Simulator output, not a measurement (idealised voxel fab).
Module name: voxel released beams (process module)
Section cut is 170 nm wide and gridded with 5 nm square cells.
If you're reading a cross-section in this doc, picture square cells in a grid; it comes to you as bands, top ones listed first down to the bottom, and a band can be one or more rows of cells. A band entry consists of two parts. The first gives the height of the band's top and the height of its bottom, in nm. The rest lists the band's materials from left to right, each with its width in nm. A single material labelled with the word "edge to edge" fills the band from edge to edge, and the word "air" marks empty space. Height datum 0, below which the as-received substrate wafer is one material. Lowest band open at the bottom, running downward: "0 down". The expression "30 to 40" gives the width at the extremes of the band, the first number at its top row of cells and the second at its bottom row, with the width changing by equal amounts from each row to the next in between. The cross-section has no changed cell in any step marked "no modification". Reported under the label "Enclosed internal cavities" are the empty spaces having no open way to the top and comprising 8 cells or more; the notation for each is width x height at distance, in which the distance is measured from the left edge and all three values are in nm. The remark found on a step's line after its settings is issued by the simulator itself and pertains to that step. What "overlay nm" on a step's line means: if the step has a mask, that mask lay this far to the right of its planned place, or, when the value is negative, to the left.
# List of planned process steps
1,RECEIVE, material Si
2,CONFORMAL_DEP, material SiN, thk nm 5
3,DIRECTIONAL_DEP, material SiO2, thk nm 10
4,DIRECTIONAL_DEP, material aC, thk nm 10
5,PATTERN, tone open, mask id ANCHOR, material resist, width nm 25, thk nm 25, overlay nm 0
6,DIRECTIONAL_ETCH, etch materials aC, depth nm 10
7,STRIP, etch materials resist
8,DIRECTIONAL_ETCH, etch materials SiO2, depth nm 10
9,STRIP, etch materials aC
10,CONFORMAL_DEP, material TiN, thk nm 10
11,DIRECTIONAL_DEP, material aC, thk nm 15
12,PATTERN, tone cover, mask id BEAM, material resist, width nm 85, thk nm 35, overlay nm 0
13,DIRECTIONAL_ETCH, etch materials aC, depth nm 15
14,STRIP, etch materials resist
15,DIRECTIONAL_ETCH, etch materials TiN, depth nm 10
16,STRIP, etch materials aC
17,STRIP, etch materials SiO2
# This is the cross-section of the wafer as we received it, i.e. after step 1
* 0 down = Si edge to edge
* Enclosed internal cavities: none
# As-planned run: cross-section of the first of two wafers at end of module
* 25 to 15 = 40 air, 15 TiN, 5 air, 65 TiN, 45 air
* 15 to 5 = 45 air, 25 TiN, 100 air
* 5 to 0 = SiN edge to edge
* 0 down = Si edge to edge
* Enclosed internal cavities: none
# Wafer two, end of module, cross-section. Same start, same plan as wafer one. One mistake in the run
* 25 to 15 = 40 air, 85 TiN, 45 air
* 15 to 5 = 50 air, 15 TiN, 105 air
* 5 to 0 = SiN edge to edge
* 0 down = Si edge to edge
* Enclosed internal cavities: none
Run error: planned and actual differ for step 5; actual: PATTERN, tone open, mask id ANCHOR, material resist, width nm 15, thk nm 25, overlay nm 0
Final comparison by cell count, materials where the second wafer has more or fewer than the first: TiN -2
